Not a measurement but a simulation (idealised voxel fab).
This section sets out a process module, namely voxel capacitor over wiring.
Cross-section cut: width 285 nm, square cells of 5 nm.
When this document writes out a cross-section, it uses a grid of square cells and lists it as bands, beginning at the top and moving down, with a band standing for one or more rows of cells.
Heads up on the band format: heights come first, top then bottom, in nm. After that it's the materials left to right, each with its width in nm. A single material flagged "edge to edge" fills the whole band edge to edge, and "air" means there's empty space there.
Below 0: as-received wafer, all one material; heights counted from there. Lowest band: no bottom, goes on down, written "0..down".
A width given as "30 to 40" starts at the first number in the band's top row and ends at the second number in its bottom row, shifting by an equal amount at every step from row to row.
Take "left unchanged" at face value: in the step it is given for, the cross-section changed in none of its cells.
Entry "Closed void table". Content: empty spaces with no open connection to the top, size 8 cells or greater. Each: width x height at distance. Distance: from left edge. Unit: nm.
Past the settings on a step's line: simulator remark, on that step.
Steps that use a mask can have "overlay nm" on their line. It says how far the mask sat to the right of where it was meant to be. Negative means to the left.
This section lists the process steps that were planned:
| 1 | RECEIVE, material Si |
| 2 | CONFORMAL_DEP, material SiO2, thk nm 15 |
| 3 | CONFORMAL_DEP, material SiCN, thk nm 5 |
| 4 | DIRECTIONAL_DEP, material SiO2, thk nm 20 |
| 5 | DIRECTIONAL_DEP, material aC, thk nm 10 |
| 6 | PATTERN, tone open, mask id METAL_1, material resist, width nm 20, pitch nm 75, thk nm 30, overlay nm 0 |
| 7 | DIRECTIONAL_ETCH, etch materials aC, depth nm 10 |
| 8 | STRIP, etch materials resist |
| 9 | DIRECTIONAL_ETCH, etch materials SiO2, depth nm 20 |
| 10 | DIRECTIONAL_ETCH, etch materials SiCN, depth nm 5 |
| 11 | STRIP, etch materials aC |
| 12 | CONFORMAL_DEP, material TiN, thk nm 5 |
| 13 | FILL_DEP, material Cu, thk nm 10 |
| 14 | CMP, height nm 40 |
| 15 | EPI, material Ru, thk nm 5 |
| 16 | FILL_DEP, material SiCN, thk nm 5 |
| 17 | DIRECTIONAL_DEP, material lowk, thk nm 10 |
| 18 | PATTERN, tone open, mask id PLUG_1, material resist, width nm 15, thk nm 15, overlay nm 0 |
| 19 | DIRECTIONAL_ETCH, etch materials lowk, depth nm 10 |
| 20 | DIRECTIONAL_ETCH, etch materials SiCN, depth nm 5 |
| 21 | STRIP, etch materials resist |
| 22 | CONFORMAL_DEP, material TiN, thk nm 5 |
| 23 | FILL_DEP, material W, thk nm 5 |
| 24 | CMP, height nm 60 |
| 25 | DIRECTIONAL_DEP, material TiN, thk nm 5 |
| 26 | DIRECTIONAL_DEP, material HfO2, thk nm 5 |
| 27 | DIRECTIONAL_DEP, material TiN, thk nm 5 |
| 28 | PATTERN, tone cover, mask id UPPER_PLATE, material resist, width nm 60, thk nm 15, overlay nm 0 |
| 29 | DIRECTIONAL_ETCH, etch materials TiN, depth nm 5 |
| 30 | DIRECTIONAL_ETCH, etch materials HfO2, depth nm 5 |
| 31 | STRIP, etch materials resist |
| 32 | MASKED_ETCH, tone cover, mask id LOWER_PLATE, width nm 70, etch materials TiN, depth nm 5, overlay nm 0 |
| 33 | FILL_DEP, material SiO2, thk nm 20 |
| 34 | CMP, height nm 90 |
| 35 | DIRECTIONAL_DEP, material aC, thk nm 10 |
| 36 | PATTERN, tone open, mask id PLUG_2, material resist, width nm 15, thk nm 30, overlay nm 0 |
| 37 | DIRECTIONAL_ETCH, etch materials aC, depth nm 10 |
| 38 | STRIP, etch materials resist |
| 39 | DIRECTIONAL_ETCH, etch materials SiO2, depth nm 15 |
| 40 | STRIP, etch materials aC |
| 41 | CONFORMAL_DEP, material TiN, thk nm 5 |
| 42 | FILL_DEP, material W, thk nm 5 |
| 43 | CMP, height nm 90 |
| 44 | CONFORMAL_DEP, material SiN, thk nm 5 |
first wafer, as planned:
Cross-section, incoming material, after step 1:
    0..down  Si edge to edge
    Closed void table: none
Wafer after step 2 (cross-section):
    15..0  SiO2 edge to edge
    Lower than 0, everything is as it was.
Wafer after step 3 (cross-section):
    20..15  SiCN edge to edge
    Lower than 15, everything is as it was.
Wafer after step 4 (cross-section):
    40..20  SiO2 edge to edge
    Lower than 20, everything is as it was.
Wafer after step 5 (cross-section):
    50..40  aC edge to edge
    Lower than 40, everything is as it was.
Wafer after step 6 (cross-section):
    80..50  95 nm resist, then 20 nm air, then 55 nm resist, then 20 nm air, then 95 nm resist
    Lower than 50, everything is as it was.
Wafer after step 7 (cross-section):
    70..50  95 nm resist, then 20 nm air, then 55 nm resist, then 20 nm air, then 95 nm resist
    50..40  95 nm aC, then 20 nm air, then 55 nm aC, then 20 nm air, then 95 nm aC
    Lower than 40, everything is as it was.
Wafer after step 8 (cross-section):
    50..40  95 nm aC, then 20 nm air, then 55 nm aC, then 20 nm air, then 95 nm aC
    Lower than 40, everything is as it was.
Wafer after step 9 (cross-section):
    50..40  95 nm aC, then 20 nm air, then 55 nm aC, then 20 nm air, then 95 nm aC
    40..20  95 nm SiO2, then 20 nm air, then 55 nm SiO2, then 20 nm air, then 95 nm SiO2
    Lower than 20, everything is as it was.
Wafer after step 10 (cross-section):
    50..40  95 nm aC, then 20 nm air, then 55 nm aC, then 20 nm air, then 95 nm aC
    40..20  95 nm SiO2, then 20 nm air, then 55 nm SiO2, then 20 nm air, then 95 nm SiO2
    20..15  95 nm SiCN, then 20 nm air, then 55 nm SiCN, then 20 nm air, then 95 nm SiCN
    Lower than 15, everything is as it was.
Wafer after step 11 (cross-section):
    40..20  95 nm SiO2, then 20 nm air, then 55 nm SiO2, then 20 nm air, then 95 nm SiO2
    Lower than 20, everything is as it was.
Wafer after step 12 (cross-section):
    45..40  100 nm TiN, then 10 nm air, then 65 nm TiN, then 10 nm air, then 100 nm TiN
    40..20  95 nm SiO2, then 5 nm TiN, then 10 nm air, then 5 nm TiN, then 55 nm SiO2, then 5 nm TiN, then 10 nm air, then 5 nm TiN, then 95 nm SiO2
    20..15  95 nm SiCN, then 20 nm TiN, then 55 nm SiCN, then 20 nm TiN, then 95 nm SiCN
    Lower than 15, everything is as it was.
Wafer after step 13 (cross-section):
    55..45  Cu edge to edge
    45..40  100 nm TiN, then 10 nm Cu, then 65 nm TiN, then 10 nm Cu, then 100 nm TiN
    40..20  95 nm SiO2, then 5 nm TiN, then 10 nm Cu, then 5 nm TiN, then 55 nm SiO2, then 5 nm TiN, then 10 nm Cu, then 5 nm TiN, then 95 nm SiO2
    Lower than 20, everything is as it was.
Wafer after step 14 (cross-section):
    40..20  95 nm SiO2, then 5 nm TiN, then 10 nm Cu, then 5 nm TiN, then 55 nm SiO2, then 5 nm TiN, then 10 nm Cu, then 5 nm TiN, then 95 nm SiO2
    Lower than 20, everything is as it was.
Wafer after step 15 (cross-section):
    45..40  90 nm air, then 30 nm Ru, then 45 nm air, then 30 nm Ru, then 90 nm air
    Lower than 40, everything is as it was.
Wafer after step 16 (cross-section):
    50..45  SiCN edge to edge
    45..40  90 nm SiCN, then 30 nm Ru, then 45 nm SiCN, then 30 nm Ru, then 90 nm SiCN
    Lower than 40, everything is as it was.
Wafer after step 17 (cross-section):
    60..50  lowk edge to edge
    Lower than 50, everything is as it was.
Wafer after step 18 (cross-section):
    75..60  100 nm resist, then 15 nm air, then 170 nm resist
    Lower than 60, everything is as it was.
Wafer after step 19 (cross-section):
    75..60  100 nm resist, then 15 nm air, then 170 nm resist
    60..50  100 nm lowk, then 15 nm air, then 170 nm lowk
    Lower than 50, everything is as it was.
Wafer after step 20 (cross-section):
    75..60  100 nm resist, then 15 nm air, then 170 nm resist
    60..50  100 nm lowk, then 15 nm air, then 170 nm lowk
    50..45  100 nm SiCN, then 15 nm air, then 170 nm SiCN
    Lower than 45, everything is as it was.
Wafer after step 21 (cross-section):
    60..50  100 nm lowk, then 15 nm air, then 170 nm lowk
    Lower than 50, everything is as it was.
Wafer after step 22 (cross-section):
    65..60  105 nm TiN, then 5 nm air, then 175 nm TiN
    60..50  100 nm lowk, then 5 nm TiN, then 5 nm air, then 5 nm TiN, then 170 nm lowk
    50..45  100 nm SiCN, then 15 nm TiN, then 170 nm SiCN
    Lower than 45, everything is as it was.
Wafer after step 23 (cross-section):
    70..65  W edge to edge
    65..60  105 nm TiN, then 5 nm W, then 175 nm TiN
    60..50  100 nm lowk, then 5 nm TiN, then 5 nm W, then 5 nm TiN, then 170 nm lowk
    Lower than 50, everything is as it was.
Wafer after step 24 (cross-section):
    60..50  100 nm lowk, then 5 nm TiN, then 5 nm W, then 5 nm TiN, then 170 nm lowk
    Lower than 50, everything is as it was.
Wafer after step 25 (cross-section):
    65..60  TiN edge to edge
    Lower than 60, everything is as it was.
Wafer after step 26 (cross-section):
    70..65  HfO2 edge to edge
    Lower than 65, everything is as it was.
Wafer after step 27 (cross-section):
    75..70  TiN edge to edge
    Lower than 70, everything is as it was.
Wafer after step 28 (cross-section):
    90..75  100 nm air, then 60 nm resist, then 125 nm air
    Lower than 75, everything is as it was.
Wafer after step 29 (cross-section):
    90..75  100 nm air, then 60 nm resist, then 125 nm air
    75..70  100 nm air, then 60 nm TiN, then 125 nm air
    Lower than 70, everything is as it was.
Wafer after step 30 (cross-section):
    90..75  100 nm air, then 60 nm resist, then 125 nm air
    75..70  100 nm air, then 60 nm TiN, then 125 nm air
    70..65  100 nm air, then 60 nm HfO2, then 125 nm air
    Lower than 65, everything is as it was.
Wafer after step 31 (cross-section):
    75..70  100 nm air, then 60 nm TiN, then 125 nm air
    Lower than 70, everything is as it was.
Wafer after step 32 (cross-section):
    75..70  100 nm air, then 60 nm TiN, then 125 nm air
    70..65  100 nm air, then 60 nm HfO2, then 125 nm air
    65..60  95 nm air, then 70 nm TiN, then 120 nm air
    Lower than 60, everything is as it was.
Wafer after step 33 (cross-section):
    95..75  SiO2 edge to edge
    75..70  100 nm SiO2, then 60 nm TiN, then 125 nm SiO2
    70..65  100 nm SiO2, then 60 nm HfO2, then 125 nm SiO2
    65..60  95 nm SiO2, then 70 nm TiN, then 120 nm SiO2
    Lower than 60, everything is as it was.
Wafer after step 34 (cross-section):
    90..75  SiO2 edge to edge
    Lower than 75, everything is as it was.
Wafer after step 35 (cross-section):
    100..90  aC edge to edge
    Lower than 90, everything is as it was.
Wafer after step 36 (cross-section):
    130..100  110 nm resist, then 15 nm air, then 160 nm resist
    Lower than 100, everything is as it was.
Wafer after step 37 (cross-section):
    120..100  110 nm resist, then 15 nm air, then 160 nm resist
    100..90  110 nm aC, then 15 nm air, then 160 nm aC
    Lower than 90, everything is as it was.
Wafer after step 38 (cross-section):
    100..90  110 nm aC, then 15 nm air, then 160 nm aC
    Lower than 90, everything is as it was.
Wafer after step 39 (cross-section):
    100..90  110 nm aC, then 15 nm air, then 160 nm aC
    90..75  110 nm SiO2, then 15 nm air, then 160 nm SiO2
    Lower than 75, everything is as it was.
Wafer after step 40 (cross-section):
    90..75  110 nm SiO2, then 15 nm air, then 160 nm SiO2
    Lower than 75, everything is as it was.
Wafer after step 41 (cross-section):
    95..90  115 nm TiN, then 5 nm air, then 165 nm TiN
    90..80  110 nm SiO2, then 5 nm TiN, then 5 nm air, then 5 nm TiN, then 160 nm SiO2
    80..70  110 to 100 nm SiO2, then 15 to 60 nm TiN, then 160 to 125 nm SiO2
    Lower than 70, everything is as it was.
Wafer after step 42 (cross-section):
    100..95  W edge to edge
    95..90  115 nm TiN, then 5 nm W, then 165 nm TiN
    90..80  110 nm SiO2, then 5 nm TiN, then 5 nm W, then 5 nm TiN, then 160 nm SiO2
    Lower than 80, everything is as it was.
Wafer after step 43 (cross-section):
    90..80  110 nm SiO2, then 5 nm TiN, then 5 nm W, then 5 nm TiN, then 160 nm SiO2
    Lower than 80, everything is as it was.
Wafer after step 44 (cross-section):
    95..90  SiN edge to edge
    Lower than 90, everything is as it was.
The Second Wafer: Common Origin and Plan, One Mistake in Execution, Identical to the First Through Step 21:
X-section, second wafer, when step 22 was due to finish:
    65..60  105 nm SiCN, then 5 nm air, then 175 nm SiCN
    60..50  100 nm lowk, then 5 nm SiCN, then 5 nm air, then 5 nm SiCN, then 170 nm lowk
    50..45  SiCN edge to edge
    Lower than 45, everything is as it was.
X-section, second wafer, when step 23 was due to finish:
    70..65  W edge to edge
    65..60  105 nm SiCN, then 5 nm W, then 175 nm SiCN
    60..50  100 nm lowk, then 5 nm SiCN, then 5 nm W, then 5 nm SiCN, then 170 nm lowk
    Lower than 50, everything is as it was.
X-section, second wafer, when step 24 was due to finish:
    60..50  100 nm lowk, then 5 nm SiCN, then 5 nm W, then 5 nm SiCN, then 170 nm lowk
    Lower than 50, everything is as it was.
X-section, second wafer, when step 25 was due to finish:
    65..60  TiN edge to edge
    Lower than 60, everything is as it was.
X-section, second wafer, when step 26 was due to finish:
    70..65  HfO2 edge to edge
    Lower than 65, everything is as it was.
X-section, second wafer, when step 27 was due to finish:
    75..70  TiN edge to edge
    Lower than 70, everything is as it was.
X-section, second wafer, when step 28 was due to finish:
    90..75  100 nm air, then 60 nm resist, then 125 nm air
    Lower than 75, everything is as it was.
X-section, second wafer, when step 29 was due to finish:
    90..75  100 nm air, then 60 nm resist, then 125 nm air
    75..70  100 nm air, then 60 nm TiN, then 125 nm air
    Lower than 70, everything is as it was.
X-section, second wafer, when step 30 was due to finish:
    90..75  100 nm air, then 60 nm resist, then 125 nm air
    75..70  100 nm air, then 60 nm TiN, then 125 nm air
    70..65  100 nm air, then 60 nm HfO2, then 125 nm air
    Lower than 65, everything is as it was.
X-section, second wafer, when step 31 was due to finish:
    75..70  100 nm air, then 60 nm TiN, then 125 nm air
    Lower than 70, everything is as it was.
X-section, second wafer, when step 32 was due to finish:
    75..70  100 nm air, then 60 nm TiN, then 125 nm air
    70..65  100 nm air, then 60 nm HfO2, then 125 nm air
    65..60  95 nm air, then 70 nm TiN, then 120 nm air
    Lower than 60, everything is as it was.
X-section, second wafer, when step 33 was due to finish:
    95..75  SiO2 edge to edge
    75..70  100 nm SiO2, then 60 nm TiN, then 125 nm SiO2
    70..65  100 nm SiO2, then 60 nm HfO2, then 125 nm SiO2
    65..60  95 nm SiO2, then 70 nm TiN, then 120 nm SiO2
    Lower than 60, everything is as it was.
X-section, second wafer, when step 34 was due to finish:
    90..75  SiO2 edge to edge
    Lower than 75, everything is as it was.
X-section, second wafer, when step 35 was due to finish:
    100..90  aC edge to edge
    Lower than 90, everything is as it was.
X-section, second wafer, when step 36 was due to finish:
    130..100  110 nm resist, then 15 nm air, then 160 nm resist
    Lower than 100, everything is as it was.
X-section, second wafer, when step 37 was due to finish:
    120..100  110 nm resist, then 15 nm air, then 160 nm resist
    100..90  110 nm aC, then 15 nm air, then 160 nm aC
    Lower than 90, everything is as it was.
X-section, second wafer, when step 38 was due to finish:
    100..90  110 nm aC, then 15 nm air, then 160 nm aC
    Lower than 90, everything is as it was.
X-section, second wafer, when step 39 was due to finish:
    100..90  110 nm aC, then 15 nm air, then 160 nm aC
    90..75  110 nm SiO2, then 15 nm air, then 160 nm SiO2
    Lower than 75, everything is as it was.
X-section, second wafer, when step 40 was due to finish:
    90..75  110 nm SiO2, then 15 nm air, then 160 nm SiO2
    Lower than 75, everything is as it was.
X-section, second wafer, when step 41 was due to finish:
    95..90  115 nm TiN, then 5 nm air, then 165 nm TiN
    90..80  110 nm SiO2, then 5 nm TiN, then 5 nm air, then 5 nm TiN, then 160 nm SiO2
    80..70  110 to 100 nm SiO2, then 15 to 60 nm TiN, then 160 to 125 nm SiO2
    Lower than 70, everything is as it was.
X-section, second wafer, when step 42 was due to finish:
    100..95  W edge to edge
    95..90  115 nm TiN, then 5 nm W, then 165 nm TiN
    90..80  110 nm SiO2, then 5 nm TiN, then 5 nm W, then 5 nm TiN, then 160 nm SiO2
    Lower than 80, everything is as it was.
X-section, second wafer, when step 43 was due to finish:
    90..80  110 nm SiO2, then 5 nm TiN, then 5 nm W, then 5 nm TiN, then 160 nm SiO2
    Lower than 80, everything is as it was.
X-section, second wafer, when step 44 was due to finish:
    95..90  SiN edge to edge
    Lower than 90, everything is as it was.
What was done differently from what was planned? in deviation from the planned setting, step 22 was conducted as CONFORMAL_DEP, material SiCN, thk nm 5
Materials where the second wafer ends with more or fewer cells than the first: SiCN: 7 more, TiN: 7 fewer
